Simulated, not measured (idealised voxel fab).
Process module, titled voxel gate over fins
In the cross-section labelled cut, the width is 220 nm and each square cell is 5 nm.
This document writes a cross-section as a grid whose cells are square, and gives it as bands, listed from the top down; one or more rows of cells form a band. Band: top height; bottom height; in nm. Then, left to right: material with width in nm, for each material. "all across": a single material spanning edge to edge. "air": empty space. Height datum 0, below which the as-received substrate wafer is one material. Lowest band open at the bottom, running downward: "top 0, no bottom". Per-row width for "30..40": begins at first number (top row of band), ends at second number (bottom row), increment between rows held constant. It should be understood that the words "left unchanged", when stated for a given step, signify that the cross-section underwent no change in any of its cells during that step. The entry "Voids, fully enclosed" lists the empty spaces that cover at least 8 cells and have no open path to the top. Each is written as width x height at distance, where the distance is measured from the left edge and all three values are in nm. Heads up: the bit after the settings on a step's line is the simulator's remark on that step. overlay nm: mask offset rightward from planned place, masked step; negative means leftward offset.

# This section lists the process steps that were planned
- 1: RECEIVE,material Si
- 2: CONFORMAL_DEP,material SiN,thk nm 10
- 3: PATTERN,tone cover,mask id FINS,material resist,width nm 15,pitch nm 45,thk nm 15,overlay nm -15
- 4: DIRECTIONAL_ETCH,etch materials SiN,depth nm 10
- 5: DIRECTIONAL_ETCH,etch materials Si,depth nm 40
- 6: STRIP,etch materials resist
- 7: FILL_DEP,material SiO2,thk nm 15
- 8: CMP,height nm 10
- 9: SELECTIVE_ETCH,etch materials SiO2,depth nm 20
- 10: STRIP,etch materials SiN
- 11: CONFORMAL_DEP,material HfO2,thk nm 5
- 12: CONFORMAL_DEP,material TiN,thk nm 5
- 13: CONFORMAL_DEP,material TiAl,thk nm 5
- 14: CONFORMAL_DEP,material TiN,thk nm 5
- 15: FILL_DEP,material W,thk nm 15
- 16: CMP,height nm 30
- 17: CONFORMAL_DEP,material SiCN,thk nm 10
Wafer-to-wafer difference: overlay nm, step 3. Common start. Plan = first wafer's value.

# Cross-section of the first of several wafers on receipt, reflecting completion of step 1
  top 0, no bottom  Si all across
  Voids, fully enclosed: none

# Last step of the module is step 17; after it, the first of several wafers in cross-section
  top 40, bottom 30  SiCN all across
  top 30, bottom 20  W all across
  top 20, bottom 15  TiN=190 / W=30
  top 15, bottom 10  TiN=5 / TiAl=180 / TiN=5 / W=30
  top 10, bottom 5  TiN=5 / TiAl=5 / TiN=35 / TiAl=10 / TiN=35 / TiAl=10 / TiN=35 / TiAl=10 / TiN=35 / TiAl=5 / TiN=35
  top 5, bottom 0  TiAl=10 / TiN=5 / HfO2=25 / TiN=5 / TiAl=10 / TiN=5 / HfO2=25 / TiN=5 / TiAl=10 / TiN=5 / HfO2=25 / TiN=5 / TiAl=10 / TiN=5 / HfO2=25 / TiN=5 / TiAl=40
  top 0, bottom -5  TiN=15 / HfO2=5 / Si=15 / HfO2=5 / TiN=20 / HfO2=5 / Si=15 / HfO2=5 / TiN=20 / HfO2=5 / Si=15 / HfO2=5 / TiN=20 / HfO2=5 / Si=15 / HfO2=5 / TiN=45
  top -5, bottom -10  HfO2=20 / Si=15 / HfO2=30 / Si=15 / HfO2=30 / Si=15 / HfO2=30 / Si=15 / HfO2=50
  top -10, bottom -40  SiO2=20 / Si=15 / SiO2=30 / Si=15 / SiO2=30 / Si=15 / SiO2=30 / Si=15 / SiO2=50
  top -40, no bottom  Si all across
  Voids, fully enclosed: none

# Cross-section, last wafer, module completion
  top 40, bottom 30  SiCN all across
  top 30, bottom 20  W all across
  top 20, bottom 15  W=30 / TiN=190
  top 15, bottom 10  W=30 / TiN=5 / TiAl=180 / TiN=5
  top 10, bottom 5  TiN=35 / TiAl=5 / TiN=35 / TiAl=10 / TiN=35 / TiAl=10 / TiN=35 / TiAl=10 / TiN=35 / TiAl=5 / TiN=5
  top 5, bottom 0  TiAl=40 / TiN=5 / HfO2=25 / TiN=5 / TiAl=10 / TiN=5 / HfO2=25 / TiN=5 / TiAl=10 / TiN=5 / HfO2=25 / TiN=5 / TiAl=10 / TiN=5 / HfO2=25 / TiN=5 / TiAl=10
  top 0, bottom -5  TiN=45 / HfO2=5 / Si=15 / HfO2=5 / TiN=20 / HfO2=5 / Si=15 / HfO2=5 / TiN=20 / HfO2=5 / Si=15 / HfO2=5 / TiN=20 / HfO2=5 / Si=15 / HfO2=5 / TiN=15
  top -5, bottom -10  HfO2=50 / Si=15 / HfO2=30 / Si=15 / HfO2=30 / Si=15 / HfO2=30 / Si=15 / HfO2=20
  top -10, bottom -40  SiO2=50 / Si=15 / SiO2=30 / Si=15 / SiO2=30 / Si=15 / SiO2=30 / Si=15 / SiO2=20
  top -40, no bottom  Si all across
  Voids, fully enclosed: none

# Note: the following table is arranged by wafer, a row apiece. Each row reports the end-of-module state: per material, cells gained (+) or cells lost (-) compared with the wafer as received; closed voids follow
overlay nm -15, +60 HfO2, -256 Si, +88 SiCN, +192 SiO2, +60 TiAl, +108 TiN, +100 W, Voids, fully enclosed: none
overlay nm -10, +60 HfO2, -256 Si, +88 SiCN, +192 SiO2, +60 TiAl, +108 TiN, +100 W, Voids, fully enclosed: none
overlay nm -5, +60 HfO2, -256 Si, +88 SiCN, +192 SiO2, +60 TiAl, +108 TiN, +100 W, Voids, fully enclosed: none
overlay nm 0, +60 HfO2, -256 Si, +88 SiCN, +192 SiO2, +60 TiAl, +108 TiN, +100 W, Voids, fully enclosed: none
overlay nm 5, +60 HfO2, -256 Si, +88 SiCN, +192 SiO2, +60 TiAl, +108 TiN, +100 W, Voids, fully enclosed: none
overlay nm 10, +60 HfO2, -256 Si, +88 SiCN, +192 SiO2, +60 TiAl, +108 TiN, +100 W, Voids, fully enclosed: none
overlay nm 15, +60 HfO2, -256 Si, +88 SiCN, +192 SiO2, +60 TiAl, +108 TiN, +100 W, Voids, fully enclosed: none
